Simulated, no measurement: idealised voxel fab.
Documented hereafter: the process module known as voxel transistor to metal.
In the cross-section labelled cut, the width is 210 nm and each square cell is 5 nm.
Square cells in a grid make up a cross-section in this document, and the grid is given as bands, listed from the top down, each one or more rows of cells. Top, bottom (nm), then materials left to right with widths (nm); lone material tagged "throughout" fills the whole band edge to edge; "air" = empty space. Beneath 0, the wafer as received is one material, and that level is where height counting begins. The lowest band goes on downward without a bottom; it is written like "from 0 down". It should be noted that a width expressed as "30..40" varies in equal increments from row to row of cells within the band, taking the value of the first number at the top row and that of the second number at the bottom row. Step marked "everything unchanged"? Then no cell in the cross-section changed in it. The label "Closed void entries" introduces a list of the empty spaces, 8 cells or larger, that have no open way up to the top; each entry in it reads width x height at distance, where the distance is taken from the left edge and all three are stated in nm. Anything after a step's settings on that line? It's the simulator's own note about the step. If you see "overlay nm" on a step's line and that step has a mask, it's telling you how far right of where it was planned the mask ended up; a negative number means it went left instead. Quick note on how to read the rest: it's all pairs. You get the cross-section before a process step and the one after, but the after one only goes down as far as the lowest band that changed. The step in between, with its settings, sits under the pair. Heads up, the pairs can come from different runs of this module on the same starting wafer, so don't assume a pair picks up from the one above unless its "Pre-step geometry" entry says it does.

# Pre-step geometry
- from 45 to 40 = 55 TiN, 25 air, 45 TiN, 25 air, 60 TiN
- from 40 to 30 = 50 SiO2, 5 TiN, 25..20 air, 5..10 TiN, 35 SiO2, 5..10 TiN, 25..20 air, 5 TiN, 55 SiO2
- from 30 to 15 = 50 SiO2, 5 TiN, 20 air, 5 TiN, 5 SiN, 5 SiO2, 25 SiCN, 5 SiO2, 5 SiN, 5 TiN, 20 air, 5 TiN, 55 SiO2
- from 15 to 5 = 50 SiO2, 5 TiN, 20 air, 5 TiN, 5 SiN, 5 SiO2, 25 polySi, 5 SiO2, 5 SiN, 5 TiN, 20 air, 5 TiN, 55 SiO2
- from 5 to 0 = 50 SiO2, 5 TiN, 10 air, 15 TiN, 5 SiN, 5 SiO2, 25 polySi, 5 SiO2, 5 SiN, 15 TiN, 10 air, 5 TiN, 55 SiO2
- from 0 to -5 = 35 SiO2, 5 SiN, 10 SiO2, 20 TiN, 10 SiGe, 5 SiN, 5 SiO2, 25 polySi, 5 SiO2, 5 SiN, 10 SiGe, 20 TiN, 10 SiO2, 5 SiN, 40 SiO2
- from -5 to -10 = 35 SiO2, 10 SiN, 5 SiO2, 30 SiGe, 45 SiO2, 30 SiGe, 5 SiO2, 10 SiN, 40 SiO2
- from -10 to -15 = 35 SiO2, 10 SiN, 10 SiO2, 25 SiGe, 45 Si, 25 SiGe, 10 SiO2, 10 SiN, 40 SiO2
- from -15 to -20 = 55 SiO2, 95 Si, 60 SiO2
- from -20 to -40 = 50 SiO2, 105 Si, 55 SiO2
- from -40 down = Si throughout
- Closed void entries: none

# Post-Step Cross-Section
- from 50 to 45 = Ru throughout
- from 45 to 40 = 55 TiN, 25 Ru, 45 TiN, 25 Ru, 60 TiN
- from 40 to 30 = 50 SiO2, 5 TiN, 25..20 Ru, 5..10 TiN, 35 SiO2, 5..10 TiN, 25..20 Ru, 5 TiN, 55 SiO2
- from 30 to 15 = 50 SiO2, 5 TiN, 20 Ru, 5 TiN, 5 SiN, 5 SiO2, 25 SiCN, 5 SiO2, 5 SiN, 5 TiN, 20 Ru, 5 TiN, 55 SiO2
- from 15 to 5 = 50 SiO2, 5 TiN, 20 Ru, 5 TiN, 5 SiN, 5 SiO2, 25 polySi, 5 SiO2, 5 SiN, 5 TiN, 20 Ru, 5 TiN, 55 SiO2
- from 5 to 0 = 50 SiO2, 5 TiN, 10 Ru, 15 TiN, 5 SiN, 5 SiO2, 25 polySi, 5 SiO2, 5 SiN, 15 TiN, 10 Ru, 5 TiN, 55 SiO2
- Everything under 0 stays put, no change at all.
- Closed void entries: none
Applied between the two views above: op FILL_DEP | material Ru | thk nm 5

Pre-step geometry: per the after cross-section of the pair just above.

# Post-Step Cross-Section
- from 40 to 30 = 50 SiO2, 5 TiN, 25..20 Ru, 5..10 TiN, 35 SiO2, 5..10 TiN, 25..20 Ru, 5 TiN, 55 SiO2
- Everything under 30 stays put, no change at all.
- Closed void entries: none
Applied between the two views above: op CMP | height nm 40

Pre-step geometry: per the after cross-section of the pair just above.

# Post-Step Cross-Section
- from 45 to 40 = TiN throughout
- Everything under 40 stays put, no change at all.
- Closed void entries: none
Applied between the two views above: op DIRECTIONAL_DEP | material TiN | thk nm 5

Pre-step geometry: per the after cross-section of the pair just above.

# Post-Step Cross-Section
- from 60 to 45 = W throughout
- Everything under 45 stays put, no change at all.
- Closed void entries: none
Applied between the two views above: op DIRECTIONAL_DEP | material W | thk nm 15

Pre-step geometry: per the after cross-section of the pair just above.

# Post-Step Cross-Section
- from 60 to 45 = 50 air, 20 W, 65 air, 20 W, 55 air
- Everything under 45 stays put, no change at all.
- Closed void entries: none
Applied between the two views above: op MASKED_ETCH | tone cover | mask id METAL_1 | width nm 20 | pitch nm 85 | etch materials W | depth nm 15 | overlay nm 0

Pre-step geometry: per the after cross-section of the pair just above.

# Post-Step Cross-Section
- from 60 to 45 = 50 air, 20 W, 65 air, 20 W, 55 air
- from 45 to 40 = 50 air, 20 TiN, 65 air, 20 TiN, 55 air
- Everything under 40 stays put, no change at all.
- Closed void entries: none
Applied between the two views above: op MASKED_ETCH | tone cover | mask id METAL_1 | width nm 20 | pitch nm 85 | etch materials TiN | depth nm 5 | overlay nm 0

Pre-step geometry: per the after cross-section of the pair just above.

# Post-Step Cross-Section
- from 65 to 60 = 45 air, 30 SiN, 55 air, 30 SiN, 50 air
- from 60 to 45 = 45 air, 5 SiN, 20 W, 5 SiN, 55 air, 5 SiN, 20 W, 5 SiN, 50 air
- from 45 to 40 = 50 SiN, 20 TiN, 65 SiN, 20 TiN, 55 SiN
- Everything under 40 stays put, no change at all.
- Closed void entries: none
Applied between the two views above: op CONFORMAL_DEP | material SiN | thk nm 5

Pre-step geometry: per the after cross-section of the pair just above.

# Post-Step Cross-Section
- from 75 to 65 = SiO2 throughout
- from 65 to 60 = 45 SiO2, 30 SiN, 55 SiO2, 30 SiN, 50 SiO2
- from 60 to 45 = 45 SiO2, 5 SiN, 20 W, 5 SiN, 55 SiO2, 5 SiN, 20 W, 5 SiN, 50 SiO2
- Everything under 45 stays put, no change at all.
- Closed void entries: none
Applied between the two views above: op FILL_DEP | material SiO2 | thk nm 10

Pre-step geometry: per the after cross-section of the pair just above.

# Post-Step Cross-Section
- from 60 to 45 = 45 SiO2, 5 SiN, 20 W, 5 SiN, 55 SiO2, 5 SiN, 20 W, 5 SiN, 50 SiO2
- Everything under 45 stays put, no change at all.
- Closed void entries: none
Applied between the two views above: op CMP | height nm 60

Pre-step geometry: per the after cross-section of the pair just above.

# Post-Step Cross-Section
- from 65 to 60 = SiCN throughout
- Everything under 60 stays put, no change at all.
- Closed void entries: none
Applied between the two views above: op CONFORMAL_DEP | material SiCN | thk nm 5

Pre-step geometry: per the after cross-section of the pair just above.

# Post-Step Cross-Section
- from 90 to 65 = SiO2 throughout
- Everything under 65 stays put, no change at all.
- Closed void entries: none
Applied between the two views above: op DIRECTIONAL_DEP | material SiO2 | thk nm 25

Pre-step geometry: per the after cross-section of the pair just above.

# Post-Step Cross-Section
- from 110 to 90 = 50 resist, 20 air, 65 resist, 20 air, 55 resist
- Everything under 90 stays put, no change at all.
- Closed void entries: none
Applied between the two views above: op PATTERN | tone open | mask id METAL_2 | material resist | width nm 20 | pitch nm 85 | thk nm 20 | overlay nm 0

Pre-step geometry: per the after cross-section of the pair just above.

# Post-Step Cross-Section
- from 110 to 90 = 50 resist, 20 air, 65 resist, 20 air, 55 resist
- from 90 to 75 = 50 SiO2, 20 air, 65 SiO2, 20 air, 55 SiO2
- Everything under 75 stays put, no change at all.
- Closed void entries: none
Applied between the two views above: op DIRECTIONAL_ETCH | etch materials SiO2 | depth nm 15

Pre-step geometry: per the after cross-section of the pair just above.

# Post-Step Cross-Section
- from 90 to 75 = 50 SiO2, 20 air, 65 SiO2, 20 air, 55 SiO2
- Everything under 75 stays put, no change at all.
- Closed void entries: none
Applied between the two views above: op STRIP | etch materials resist

Pre-step geometry: per the after cross-section of the pair just above.

# Post-Step Cross-Section
- from 110 to 90 = 50 resist, 15 air, 70 resist, 15 air, 60 resist
- from 90 to 75 = 50 SiO2, 15 air, 5 resist, 65 SiO2, 15 air, 5 resist, 55 SiO2
- Everything under 75 stays put, no change at all.
- Closed void entries: none
Applied between the two views above: op PATTERN | tone open | mask id METAL_2_HOLES | material resist | width nm 15 | pitch nm 85 | thk nm 20 | overlay nm 0

Pre-step geometry: per the after cross-section of the pair just above.

# Post-Step Cross-Section
- from 110 to 90 = 50 resist, 15 air, 70 resist, 15 air, 60 resist
- from 90 to 75 = 50 SiO2, 15 air, 5 resist, 65 SiO2, 15 air, 5 resist, 55 SiO2
- from 75 to 65 = 50 SiO2, 15 air, 70 SiO2, 15 air, 60 SiO2
- Everything under 65 stays put, no change at all.
- Closed void entries: none
Applied between the two views above: op DIRECTIONAL_ETCH | etch materials SiO2 | depth nm 10

Pre-step geometry: per the after cross-section of the pair just above.

# Post-Step Cross-Section
- from 110 to 90 = 50 resist, 15 air, 70 resist, 15 air, 60 resist
- from 90 to 75 = 50 SiO2, 15 air, 5 resist, 65 SiO2, 15 air, 5 resist, 55 SiO2
- from 75 to 65 = 50 SiO2, 15 air, 70 SiO2, 15 air, 60 SiO2
- from 65 to 60 = 50 SiCN, 15 air, 70 SiCN, 15 air, 60 SiCN
- Everything under 60 stays put, no change at all.
- Closed void entries: none
Applied between the two views above: op DIRECTIONAL_ETCH | etch materials SiCN | depth nm 5

Pre-step geometry: per the after cross-section of the pair just above.

# Post-Step Cross-Section
- from 90 to 75 = 50 SiO2, 20 air, 65 SiO2, 20 air, 55 SiO2
- Everything under 75 stays put, no change at all.
- Closed void entries: none
Applied between the two views above: op STRIP | etch materials resist

Pre-step geometry: per the after cross-section of the pair just above.

# Post-Step Cross-Section
- from 95 to 90 = 55 TiN, 10 air, 75 TiN, 10 air, 60 TiN
- from 90 to 80 = 50 SiO2, 5 TiN, 10 air, 5 TiN, 65 SiO2, 5 TiN, 10 air, 5 TiN, 55 SiO2
- from 80 to 75 = 50 SiO2, 5 TiN, 5 air, 10 TiN, 65 SiO2, 5 TiN, 5 air, 10 TiN, 55 SiO2
- from 75 to 65 = 50 SiO2, 5 TiN, 5 air, 5 TiN, 70 SiO2, 5 TiN, 5 air, 5 TiN, 60 SiO2
- from 65 to 60 = 50 SiCN, 15 TiN, 70 SiCN, 15 TiN, 60 SiCN
- Everything under 60 stays put, no change at all.
- Closed void entries: none
Applied between the two views above: op CONFORMAL_DEP | material TiN | thk nm 5

Pre-step geometry: per the after cross-section of the pair just above.

# Post-Step Cross-Section
- from 100 to 95 = Cu throughout
- from 95 to 90 = 55 TiN, 10 Cu, 75 TiN, 10 Cu, 60 TiN
- from 90 to 80 = 50 SiO2, 5 TiN, 10 Cu, 5 TiN, 65 SiO2, 5 TiN, 10 Cu, 5 TiN, 55 SiO2
- from 80 to 75 = 50 SiO2, 5 TiN, 5 Cu, 10 TiN, 65 SiO2, 5 TiN, 5 Cu, 10 TiN, 55 SiO2
- from 75 to 65 = 50 SiO2, 5 TiN, 5 Cu, 5 TiN, 70 SiO2, 5 TiN, 5 Cu, 5 TiN, 60 SiO2
- Everything under 65 stays put, no change at all.
- Closed void entries: none
Applied between the two views above: op FILL_DEP | material Cu | thk nm 5

Pre-step geometry: per the after cross-section of the pair just above.

# Post-Step Cross-Section
- from 90 to 80 = 50 SiO2, 5 TiN, 10 Cu, 5 TiN, 65 SiO2, 5 TiN, 10 Cu, 5 TiN, 55 SiO2
- Everything under 80 stays put, no change at all.
- Closed void entries: none
Applied between the two views above: op CMP | height nm 90

Pre-step geometry: per the after cross-section of the pair just above.

# Post-Step Cross-Section
- from 95 to 90 = SiN throughout
- Everything under 90 stays put, no change at all.
- Closed void entries: none
Applied between the two views above: op CONFORMAL_DEP | material SiN | thk nm 5

# Pre-step geometry
- from 40 to 30 = 50 SiO2, 5 TiN, 25..20 Ru, 5..10 TiN, 35 SiO2, 5..10 TiN, 25..20 Ru, 5 TiN, 55 SiO2
- from 30 to 15 = 50 SiO2, 5 TiN, 20 Ru, 5 TiN, 5 SiN, 5 SiO2, 25 SiCN, 5 SiO2, 5 SiN, 5 TiN, 20 Ru, 5 TiN, 55 SiO2
- from 15 to 5 = 50 SiO2, 5 TiN, 20 Ru, 5 TiN, 5 SiN, 5 SiO2, 25 polySi, 5 SiO2, 5 SiN, 5 TiN, 20 Ru, 5 TiN, 55 SiO2
- from 5 to 0 = 50 SiO2, 5 TiN, 10 Ru, 15 TiN, 5 SiN, 5 SiO2, 25 polySi, 5 SiO2, 5 SiN, 15 TiN, 10 Ru, 5 TiN, 55 SiO2
- from 0 to -5 = 45 SiO2, 5 SiN, 20 TiN, 10 SiGe, 5 SiN, 5 SiO2, 25 polySi, 5 SiO2, 5 SiN, 10 SiGe, 20 TiN, 5 SiN, 50 SiO2
- from -5 to -10 = 50 SiO2, 30 SiGe, 45 SiO2, 30 SiGe, 55 SiO2
- from -10 to -15 = 50 SiO2, 30 SiGe, 45 Si, 30 SiGe, 55 SiO2
- from -15 to -40 = 50 SiO2, 105 Si, 55 SiO2
- from -40 down = Si throughout
- Closed void entries: none

# Post-Step Cross-Section
- from 55 to 40 = TiN throughout
- Everything under 40 stays put, no change at all.
- Closed void entries: none
Applied between the two views above: op DIRECTIONAL_DEP | material TiN | thk nm 15

Pre-step geometry: per the after cross-section of the pair just above.

# Post-Step Cross-Section
- from 70 to 55 = W throughout
- Everything under 55 stays put, no change at all.
- Closed void entries: none
Applied between the two views above: op DIRECTIONAL_DEP | material W | thk nm 15

Pre-step geometry: per the after cross-section of the pair just above.

# Post-Step Cross-Section
- from 70 to 55 = 50 air, 20 W, 65 air, 20 W, 55 air
- Everything under 55 stays put, no change at all.
- Closed void entries: none
Applied between the two views above: op MASKED_ETCH | tone cover | mask id METAL_1 | width nm 20 | pitch nm 85 | etch materials W | depth nm 15 | overlay nm 0

Pre-step geometry: per the after cross-section of the pair just above.

# Post-Step Cross-Section
- from 70 to 55 = 50 air, 20 W, 65 air, 20 W, 55 air
- from 55 to 50 = 50 air, 20 TiN, 65 air, 20 TiN, 55 air
- Everything under 50 stays put, no change at all.
- Closed void entries: none
Applied between the two views above: op MASKED_ETCH | tone cover | mask id METAL_1 | width nm 20 | pitch nm 85 | etch materials TiN | depth nm 5 | overlay nm 0

Pre-step geometry: per the after cross-section of the pair just above.

# Post-Step Cross-Section
- from 75 to 70 = 45 air, 30 SiN, 55 air, 30 SiN, 50 air
- from 70 to 55 = 45 air, 5 SiN, 20 W, 5 SiN, 55 air, 5 SiN, 20 W, 5 SiN, 50 air
- from 55 to 50 = 50 SiN, 20 TiN, 65 SiN, 20 TiN, 55 SiN
- Everything under 50 stays put, no change at all.
- Closed void entries: none
Applied between the two views above: op CONFORMAL_DEP | material SiN | thk nm 5

Pre-step geometry: per the after cross-section of the pair just above.

# Post-Step Cross-Section
- from 85 to 75 = SiO2 throughout
- from 75 to 70 = 45 SiO2, 30 SiN, 55 SiO2, 30 SiN, 50 SiO2
- from 70 to 55 = 45 SiO2, 5 SiN, 20 W, 5 SiN, 55 SiO2, 5 SiN, 20 W, 5 SiN, 50 SiO2
- Everything under 55 stays put, no change at all.
- Closed void entries: none
Applied between the two views above: op FILL_DEP | material SiO2 | thk nm 10

Pre-step geometry: per the after cross-section of the pair just above.

# Post-Step Cross-Section
- from 60 to 55 = 45 SiO2, 5 SiN, 20 W, 5 SiN, 55 SiO2, 5 SiN, 20 W, 5 SiN, 50 SiO2
- Everything under 55 stays put, no change at all.
- Closed void entries: none
Applied between the two views above: op CMP | height nm 60

Pre-step geometry: per the after cross-section of the pair just above.

# Post-Step Cross-Section
- from 65 to 60 = SiCN throughout
- Everything under 60 stays put, no change at all.
- Closed void entries: none
Applied between the two views above: op CONFORMAL_DEP | material SiCN | thk nm 5

Pre-step geometry: per the after cross-section of the pair just above.

# Post-Step Cross-Section
- from 90 to 65 = SiO2 throughout
- Everything under 65 stays put, no change at all.
- Closed void entries: none
Applied between the two views above: op DIRECTIONAL_DEP | material SiO2 | thk nm 25

Pre-step geometry: per the after cross-section of the pair just above.

# Post-Step Cross-Section
- from 110 to 90 = 50 resist, 20 air, 65 resist, 20 air, 55 resist
- Everything under 90 stays put, no change at all.
- Closed void entries: none
Applied between the two views above: op PATTERN | tone open | mask id METAL_2 | material resist | width nm 20 | pitch nm 85 | thk nm 20 | overlay nm 0

Pre-step geometry: per the after cross-section of the pair just above.

# Post-Step Cross-Section
- from 110 to 90 = 50 resist, 20 air, 65 resist, 20 air, 55 resist
- from 90 to 75 = 50 SiO2, 20 air, 65 SiO2, 20 air, 55 SiO2
- Everything under 75 stays put, no change at all.
- Closed void entries: none
Applied between the two views above: op DIRECTIONAL_ETCH | etch materials SiO2 | depth nm 15

Pre-step geometry: per the after cross-section of the pair just above.

# Post-Step Cross-Section
- from 90 to 75 = 50 SiO2, 20 air, 65 SiO2, 20 air, 55 SiO2
- Everything under 75 stays put, no change at all.
- Closed void entries: none
Applied between the two views above: op STRIP | etch materials resist

Pre-step geometry: per the after cross-section of the pair just above.

# Post-Step Cross-Section
- from 110 to 90 = 50 resist, 15 air, 70 resist, 15 air, 60 resist
- from 90 to 75 = 50 SiO2, 15 air, 5 resist, 65 SiO2, 15 air, 5 resist, 55 SiO2
- Everything under 75 stays put, no change at all.
- Closed void entries: none
Applied between the two views above: op PATTERN | tone open | mask id METAL_2_HOLES | material resist | width nm 15 | pitch nm 85 | thk nm 20 | overlay nm 0

Pre-step geometry: per the after cross-section of the pair just above.

# Post-Step Cross-Section
- from 110 to 90 = 50 resist, 15 air, 70 resist, 15 air, 60 resist
- from 90 to 75 = 50 SiO2, 15 air, 5 resist, 65 SiO2, 15 air, 5 resist, 55 SiO2
- from 75 to 65 = 50 SiO2, 15 air, 70 SiO2, 15 air, 60 SiO2
- Everything under 65 stays put, no change at all.
- Closed void entries: none
Applied between the two views above: op DIRECTIONAL_ETCH | etch materials SiO2 | depth nm 10

Pre-step geometry: per the after cross-section of the pair just above.

# Post-Step Cross-Section
- from 110 to 90 = 50 resist, 15 air, 70 resist, 15 air, 60 resist
- from 90 to 75 = 50 SiO2, 15 air, 5 resist, 65 SiO2, 15 air, 5 resist, 55 SiO2
- from 75 to 65 = 50 SiO2, 15 air, 70 SiO2, 15 air, 60 SiO2
- from 65 to 60 = 50 SiCN, 15 air, 70 SiCN, 15 air, 60 SiCN
- Everything under 60 stays put, no change at all.
- Closed void entries: none
Applied between the two views above: op DIRECTIONAL_ETCH | etch materials SiCN | depth nm 5

Pre-step geometry: per the after cross-section of the pair just above.

# Post-Step Cross-Section
- from 90 to 75 = 50 SiO2, 20 air, 65 SiO2, 20 air, 55 SiO2
- Everything under 75 stays put, no change at all.
- Closed void entries: none
Applied between the two views above: op STRIP | etch materials resist

Pre-step geometry: per the after cross-section of the pair just above.

# Post-Step Cross-Section
- from 95 to 90 = 55 TiN, 10 air, 75 TiN, 10 air, 60 TiN
- from 90 to 80 = 50 SiO2, 5 TiN, 10 air, 5 TiN, 65 SiO2, 5 TiN, 10 air, 5 TiN, 55 SiO2
- from 80 to 75 = 50 SiO2, 5 TiN, 5 air, 10 TiN, 65 SiO2, 5 TiN, 5 air, 10 TiN, 55 SiO2
- from 75 to 65 = 50 SiO2, 5 TiN, 5 air, 5 TiN, 70 SiO2, 5 TiN, 5 air, 5 TiN, 60 SiO2
- from 65 to 60 = 50 SiCN, 15 TiN, 70 SiCN, 15 TiN, 60 SiCN
- Everything under 60 stays put, no change at all.
- Closed void entries: none
Applied between the two views above: op CONFORMAL_DEP | material TiN | thk nm 5

Pre-step geometry: per the after cross-section of the pair just above.

# Post-Step Cross-Section
- from 100 to 95 = Cu throughout
- from 95 to 90 = 55 TiN, 10 Cu, 75 TiN, 10 Cu, 60 TiN
- from 90 to 80 = 50 SiO2, 5 TiN, 10 Cu, 5 TiN, 65 SiO2, 5 TiN, 10 Cu, 5 TiN, 55 SiO2
- from 80 to 75 = 50 SiO2, 5 TiN, 5 Cu, 10 TiN, 65 SiO2, 5 TiN, 5 Cu, 10 TiN, 55 SiO2
- from 75 to 65 = 50 SiO2, 5 TiN, 5 Cu, 5 TiN, 70 SiO2, 5 TiN, 5 Cu, 5 TiN, 60 SiO2
- Everything under 65 stays put, no change at all.
- Closed void entries: none
Applied between the two views above: op FILL_DEP | material Cu | thk nm 5

Pre-step geometry: per the after cross-section of the pair just above.

# Post-Step Cross-Section
- from 90 to 80 = 50 SiO2, 5 TiN, 10 Cu, 5 TiN, 65 SiO2, 5 TiN, 10 Cu, 5 TiN, 55 SiO2
- Everything under 80 stays put, no change at all.
- Closed void entries: none
Applied between the two views above: op CMP | height nm 90

Pre-step geometry: per the after cross-section of the pair just above.

# Post-Step Cross-Section
- from 95 to 90 = SiN throughout
- Everything under 90 stays put, no change at all.
- Closed void entries: none
Applied between the two views above: op CONFORMAL_DEP | material SiN | thk nm 5

# Pre-step geometry
- from 15 to 0 = SiN throughout
- from 0 to -5 = SiO2 throughout
- from -5 down = Si throughout
- Closed void entries: none

# Post-Step Cross-Section
- from 30 to 15 = 45 air, 120 resist, 45 air
- Everything under 15 stays put, no change at all.
- Closed void entries: none
Applied between the two views above: op PATTERN | tone cover | mask id ACTIVE | material resist | width nm 120 | thk nm 15 | overlay nm 0

Pre-step geometry: per the after cross-section of the pair just above.

# Post-Step Cross-Section
- from 30 to 15 = 45 air, 120 resist, 45 air
- from 15 to 0 = 45 air, 120 SiN, 45 air
- Everything under 0 stays put, no change at all.
- Closed void entries: none
Applied between the two views above: op DIRECTIONAL_ETCH | etch materials SiN | depth nm 15

Pre-step geometry: per the after cross-section of the pair just above.

# Post-Step Cross-Section
- from 30 to 15 = 45 air, 120 resist, 45 air
- from 15 to 0 = 45 air, 120 SiN, 45 air
- from 0 to -5 = 45 air, 120 SiO2, 45 air
- Everything under -5 stays put, no change at all.
- Closed void entries: none
Applied between the two views above: op DIRECTIONAL_ETCH | etch materials SiO2 | depth nm 5

Pre-step geometry: per the after cross-section of the pair just above.

# Post-Step Cross-Section
- from 30 to 15 = 45 air, 120 resist, 45 air
- from 15 to 0 = 45 air, 120 SiN, 45 air
- from 0 to -5 = 45 air, 120 SiO2, 45 air
- from -5 to -35 = 45 air, 120 Si, 45 air
- Everything under -35 stays put, no change at all.
- Closed void entries: none
Applied between the two views above: op DIRECTIONAL_ETCH | etch materials Si | depth nm 30

Pre-step geometry: per the after cross-section of the pair just above.

# Post-Step Cross-Section
- from 15 to 0 = 45 air, 120 SiN, 45 air
- Everything under 0 stays put, no change at all.
- Closed void entries: none
Applied between the two views above: op STRIP | etch materials resist

Pre-step geometry: per the after cross-section of the pair just above.

# Post-Step Cross-Section
- from 15 to 0 = 45 air, 120 SiN, 45 air
- from 0 to -5 = 45 air, 120 SiO2, 45 air
- from -5 to -35 = 45 air, 5 SiO2, 110 Si, 5 SiO2, 45 air
- from -35 to -40 = 50 SiO2, 110 Si, 50 SiO2
- Everything under -40 stays put, no change at all.
- Closed void entries: none
Applied between the two views above: op OXIDIZE | depth nm 5

Pre-step geometry: per the after cross-section of the pair just above.

# Post-Step Cross-Section
- from 25 to 15 = SiO2 throughout
- from 15 to 0 = 45 SiO2, 120 SiN, 45 SiO2
- from 0 to -5 = SiO2 throughout
- from -5 to -40 = 50 SiO2, 110 Si, 50 SiO2
- Everything under -40 stays put, no change at all.
- Closed void entries: none
Applied between the two views above: op FILL_DEP | material SiO2 | thk nm 10

Pre-step geometry: per the after cross-section of the pair just above.

# Post-Step Cross-Section
- from 15 to 0 = 45 SiO2, 120 SiN, 45 SiO2
- Everything under 0 stays put, no change at all.
- Closed void entries: none
Applied between the two views above: op CMP | height nm 15

Pre-step geometry: per the after cross-section of the pair just above.

# Post-Step Cross-Section
- from 15 to 5 = 45 air, 120 SiN, 45 air
- Everything under 5 stays put, no change at all.
- Closed void entries: none
Applied between the two views above: op SELECTIVE_ETCH | etch materials SiO2 | depth nm 10

Pre-step geometry: per the after cross-section of the pair just above.

# Post-Step Cross-Section
- from 5 to 0 = 45 SiO2, 120 air, 45 SiO2
- Everything under 0 stays put, no change at all.
- Closed void entries: none
Applied between the two views above: op STRIP | etch materials SiN

Pre-step geometry: per the after cross-section of the pair just above.

# Post-Step Cross-Section
- from 0 to -5 = 40 SiO2, 130 air, 40 SiO2
- Everything under -5 stays put, no change at all.
- Closed void entries: none
Applied between the two views above: op SELECTIVE_ETCH | etch materials SiO2 | depth nm 5

Pre-step geometry: per the after cross-section of the pair just above.

# Post-Step Cross-Section
- from 0 to -5 = 40 SiO2, 130 air, 40 SiO2
- from -5 to -10 = SiO2 throughout
- Everything under -10 stays put, no change at all.
- Closed void entries: none
Applied between the two views above: op OXIDIZE | depth nm 5

Pre-step geometry: per the after cross-section of the pair just above.

# Post-Step Cross-Section
- from 20 to 15 = 40 polySi, 130 air, 40 polySi
- from 15 to 0 = polySi throughout
- from 0 to -5 = 40 SiO2, 130 polySi, 40 SiO2
- Everything under -5 stays put, no change at all.
- Closed void entries: none
Applied between the two views above: op DIRECTIONAL_DEP | material polySi | thk nm 20

Pre-step geometry: per the after cross-section of the pair just above.

# Post-Step Cross-Section
- from 35 to 30 = 40 SiCN, 130 air, 40 SiCN
- from 30 to 20 = SiCN throughout
- from 20 to 15 = 40 polySi, 130 SiCN, 40 polySi
- Everything under 15 stays put, no change at all.
- Closed void entries: none
Applied between the two views above: op DIRECTIONAL_DEP | material SiCN | thk nm 15

Pre-step geometry: per the after cross-section of the pair just above.

# Post-Step Cross-Section
- from 45 to 40 = 40 aC, 130 air, 40 aC
- from 40 to 35 = aC throughout
- from 35 to 30 = 40 SiCN, 130 aC, 40 SiCN
- Everything under 30 stays put, no change at all.
- Closed void entries: none
Applied between the two views above: op DIRECTIONAL_DEP | material aC | thk nm 10

Pre-step geometry: per the after cross-section of the pair just above.

# Post-Step Cross-Section
- from 70 to 45 = 90 air, 25 resist, 95 air
- from 45 to 40 = 40 aC, 50 air, 25 resist, 55 air, 40 aC
- Everything under 40 stays put, no change at all.
- Closed void entries: none
Applied between the two views above: op PATTERN | tone cover | mask id GATE | material resist | width nm 25 | thk nm 25 | overlay nm 0

Pre-step geometry: per the after cross-section of the pair just above.

# Post-Step Cross-Section
- from 60 to 40 = 90 air, 25 resist, 95 air
- from 40 to 35 = 90 air, 25 aC, 95 air
- from 35 to 30 = 40 SiCN, 50 air, 25 aC, 55 air, 40 SiCN
- Everything under 30 stays put, no change at all.
- Closed void entries: none
Applied between the two views above: op DIRECTIONAL_ETCH | etch materials aC | depth nm 10

Pre-step geometry: per the after cross-section of the pair just above.

# Post-Step Cross-Section
- from 40 to 35 = 90 air, 25 aC, 95 air
- Everything under 35 stays put, no change at all.
- Closed void entries: none
Applied between the two views above: op STRIP | etch materials resist

Pre-step geometry: per the after cross-section of the pair just above.

# Post-Step Cross-Section
- from 40 to 30 = 90 air, 25 aC, 95 air
- from 30 to 20 = 90 air, 25 SiCN, 95 air
- from 20 to 15 = 40 polySi, 50 air, 25 SiCN, 55 air, 40 polySi
- Everything under 15 stays put, no change at all.
- Closed void entries: none
Applied between the two views above: op DIRECTIONAL_ETCH | etch materials SiCN | depth nm 25

Pre-step geometry: per the after cross-section of the pair just above.

# Post-Step Cross-Section
- from 40 to 30 = 90 air, 25 aC, 95 air
- from 30 to 15 = 90 air, 25 SiCN, 95 air
- from 15 to 0 = 90 air, 25 polySi, 95 air
- from 0 to -5 = 40 SiO2, 50 air, 25 polySi, 55 air, 40 SiO2
- Everything under -5 stays put, no change at all.
- Closed void entries: none
Applied between the two views above: op DIRECTIONAL_ETCH | etch materials polySi | depth nm 30

Pre-step geometry: per the after cross-section of the pair just above.

# Post-Step Cross-Section
- from 30 to 15 = 90 air, 25 SiCN, 95 air
- Everything under 15 stays put, no change at all.
- Closed void entries: none
Applied between the two views above: op STRIP | etch materials aC

Pre-step geometry: per the after cross-section of the pair just above.

# Post-Step Cross-Section
- from 35 to 30 = 85 air, 35 SiO2, 90 air
- from 30 to 15 = 85 air, 5 SiO2, 25 SiCN, 5 SiO2, 90 air
- from 15 to 5 = 85 air, 5 SiO2, 25 polySi, 5 SiO2, 90 air
- from 5 to 0 = 45 SiO2, 40 air, 5 SiO2, 25 polySi, 5 SiO2, 45 air, 45 SiO2
- from 0 to -5 = 90 SiO2, 25 polySi, 95 SiO2
- Everything under -5 stays put, no change at all.
- Closed void entries: none
Applied between the two views above: op CONFORMAL_DEP | material SiO2 | thk nm 5

Pre-step geometry: per the after cross-section of the pair just above.

# Post-Step Cross-Section
- from 30 to 15 = 85 air, 5 SiO2, 25 SiCN, 5 SiO2, 90 air
- from 15 to 0 = 85 air, 5 SiO2, 25 polySi, 5 SiO2, 90 air
- from 0 to -5 = 45 SiO2, 40 air, 5 SiO2, 25 polySi, 5 SiO2, 45 air, 45 SiO2
- Everything under -5 stays put, no change at all.
- Closed void entries: none
Applied between the two views above: op DIRECTIONAL_ETCH | etch materials SiO2 | depth nm 5

Pre-step geometry: per the after cross-section of the pair just above.

# Post-Step Cross-Section
- from 35 to 30 = 80 air, 45 SiN, 85 air
- from 30 to 15 = 80 air, 5 SiN, 5 SiO2, 25 SiCN, 5 SiO2, 5 SiN, 85 air
- from 15 to 5 = 80 air, 5 SiN, 5 SiO2, 25 polySi, 5 SiO2, 5 SiN, 85 air
- from 5 to 0 = 50 SiN, 30 air, 5 SiN, 5 SiO2, 25 polySi, 5 SiO2, 5 SiN, 35 air, 50 SiN
- from 0 to -5 = 45 SiO2, 40 SiN, 5 SiO2, 25 polySi, 5 SiO2, 45 SiN, 45 SiO2
- Everything under -5 stays put, no change at all.
- Closed void entries: none
Applied between the two views above: op CONFORMAL_DEP | material SiN | thk nm 5
